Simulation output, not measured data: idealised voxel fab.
process module | voxel gate over fins
cross-section cut | 160 nm wide | cells 5 nm
A cross-section is a grid of square cells, given in bands from the top down. A band is one or more rows of cells.
Each band's line starts with the height of the band's top and of its bottom, in nm. Then come its materials from left to right, each with its width in nm. One material with "throughout" fills the band from edge to edge. "air" is empty space.
Height 0 is the level under which the wafer as received is all one material. The lowest band goes on downwards, as in "0 down".
A width such as "30 to 40" changes by the same amount from each row of cells to the next, from the band's top row to its bottom row.
"no change" after a step means that no cell of the cross-section changed.
closed voids: empty space of 8 cells or more with no open way to the top, each as width x height at its distance from the left edge, in nm
after a step's settings: what the simulator itself notes on the step
overlay nm, on a step with a mask: how far to the right of its planned place the mask lay; to the left if negative
plan
1 op RECEIVE | material Si
2 op CONFORMAL_DEP | material SiN | thk nm 5
3 op DIRECTIONAL_DEP | material aC | thk nm 15
4 op PATTERN | tone cover | mask id FINS | material resist | width nm 15 | pitch nm 60 | thk nm 30 | overlay nm 0
5 op DIRECTIONAL_ETCH | etch materials aC | depth nm 15
6 op STRIP | etch materials resist
7 op DIRECTIONAL_ETCH | etch materials SiN | depth nm 5
8 op DIRECTIONAL_ETCH | etch materials Si | depth nm 40
9 op STRIP | etch materials aC
10 op OXIDIZE | depth nm 5
11 op FILL_DEP | material SiO2 | thk nm 10
12 op CMP | height nm 5
13 op DIRECTIONAL_DEP | material aC | thk nm 15
14 op PATTERN | tone open | mask id RAIL | material resist | width nm 15 | thk nm 35 | overlay nm 0
15 op DIRECTIONAL_ETCH | etch materials aC | depth nm 15
16 op STRIP | etch materials resist
17 op DIRECTIONAL_ETCH | etch materials SiO2 | depth nm 40
18 op STRIP | etch materials aC
19 op CONFORMAL_DEP | material TiN | thk nm 5
20 op FILL_DEP | material W | thk nm 5
21 op CMP | height nm 5
22 op SELECTIVE_ETCH | etch materials W Ru TiN | depth nm 20
23 op FILL_DEP | material SiO2 | thk nm 5
24 op CMP | height nm 5
25 op SELECTIVE_ETCH | etch materials SiO2 | depth nm 15
26 op STRIP | etch materials SiN
27 op CONFORMAL_DEP | material HfO2 | thk nm 5
28 op CONFORMAL_DEP | material TiN | thk nm 5
29 op CONFORMAL_DEP | material TiAl | thk nm 5
30 op CONFORMAL_DEP | material TiN | thk nm 5
31 op FILL_DEP | material W | thk nm 15
32 op CMP | height nm 30
33 op CONFORMAL_DEP | material SiCN | thk nm 10
as received, after step 1
  0 down: Si throughout
  closed voids: none
first wafer at the end, as planned
  40 to 30: SiCN throughout
  30 to 20: W throughout
  20 to 15: W 25 | TiN 45 | W 15 | TiN 45 | W 30
  15 to 10: W 25 | TiN 5 | TiAl 35 | TiN 5 | W 15 | TiN 5 | TiAl 35 | TiN 5 | W 30
  10 to 5: TiN 30 | TiAl 5 | TiN 25 | TiAl 5 | TiN 25 | TiAl 5 | TiN 25 | TiAl 5 | TiN 35
  5 to 0: TiAl 35 | TiN 5 | HfO2 15 | TiN 5 | TiAl 35 | TiN 5 | HfO2 15 | TiN 5 | TiAl 40
  0 to -5: TiN 40 | HfO2 5 | Si 5 | HfO2 5 | TiN 45 | HfO2 5 | Si 5 | HfO2 5 | TiN 45
  -5 to -10: HfO2 45 | Si 5 | HfO2 55 | Si 5 | HfO2 50
  -10 to -15: SiO2 45 | Si 5 | SiO2 55 | Si 5 | SiO2 50
  -15 to -30: SiO2 45 | Si 5 | SiO2 20 | TiN 5 | W 5 | TiN 5 | SiO2 20 | Si 5 | SiO2 50
  -30 to -35: SiO2 45 | Si 5 | SiO2 20 | TiN 15 | SiO2 20 | Si 5 | SiO2 50
  -35 to -45: SiO2 45 | Si 5 | SiO2 55 | Si 5 | SiO2 50
  -45 down: Si throughout
  closed voids: none
second wafer at the end: like start, like plan, one mistake
  40 to 30: SiCN throughout
  30 to 20: W throughout
  20 to 15: W 25 | TiN 45 | W 15 | TiN 45 | W 30
  15 to 10: W 25 | TiN 5 | TiAl 35 | TiN 5 | W 15 | TiN 5 | TiAl 35 | TiN 5 | W 30
  10 to 5: W 25 | TiN 5 | TiAl 5 | TiN 25 | TiAl 5 | TiN 5 | W 15 | TiN 5 | TiAl 5 | TiN 25 | TiAl 5 | TiN 5 | W 30
  5 to 0: W 25 | TiN 5 | TiAl 5 | TiN 5 | HfO2 15 | TiN 5 | TiAl 5 | TiN 25 | TiAl 5 | TiN 5 | HfO2 15 | TiN 5 | TiAl 5 | TiN 5 | W 30
  0 to -5: W 25 | TiN 5 | TiAl 5 | TiN 5 | HfO2 5 | Si 5 | HfO2 5 | TiN 5 | TiAl 35 | TiN 5 | HfO2 5 | Si 5 | HfO2 5 | TiN 5 | TiAl 5 | TiN 5 | W 30
  -5 to -10: TiN 30 | TiAl 5 | TiN 5 | HfO2 5 | Si 5 | HfO2 5 | TiN 45 | HfO2 5 | Si 5 | HfO2 5 | TiN 5 | TiAl 5 | TiN 35
  -10 to -15: TiAl 35 | TiN 5 | HfO2 5 | Si 5 | HfO2 5 | TiN 10 | HfO2 25 | TiN 10 | HfO2 5 | Si 5 | HfO2 5 | TiN 5 | TiAl 40
  -15 to -20: TiN 40 | HfO2 5 | Si 5 | HfO2 5 | TiN 10 | HfO2 5 | TiN 5 | W 5 | TiN 5 | HfO2 5 | TiN 10 | HfO2 5 | Si 5 | HfO2 5 | TiN 45
  -20 to -25: HfO2 45 | Si 5 | HfO2 20 | TiN 5 | W 5 | TiN 5 | HfO2 20 | Si 5 | HfO2 50
  -25 to -30: SiO2 45 | Si 5 | SiO2 20 | TiN 5 | W 5 | TiN 5 | SiO2 20 | Si 5 | SiO2 50
  -30 to -35: SiO2 45 | Si 5 | SiO2 20 | TiN 15 | SiO2 20 | Si 5 | SiO2 50
  -35 to -45: SiO2 45 | Si 5 | SiO2 55 | Si 5 | SiO2 50
  -45 down: Si throughout
  closed voids: none
what went wrong: step 25 was run twice
at the end the second wafer has, in cells: 16 more of HfO2 | 84 fewer of SiO2 | 8 more of TiAl | 24 more of TiN | 36 more of W
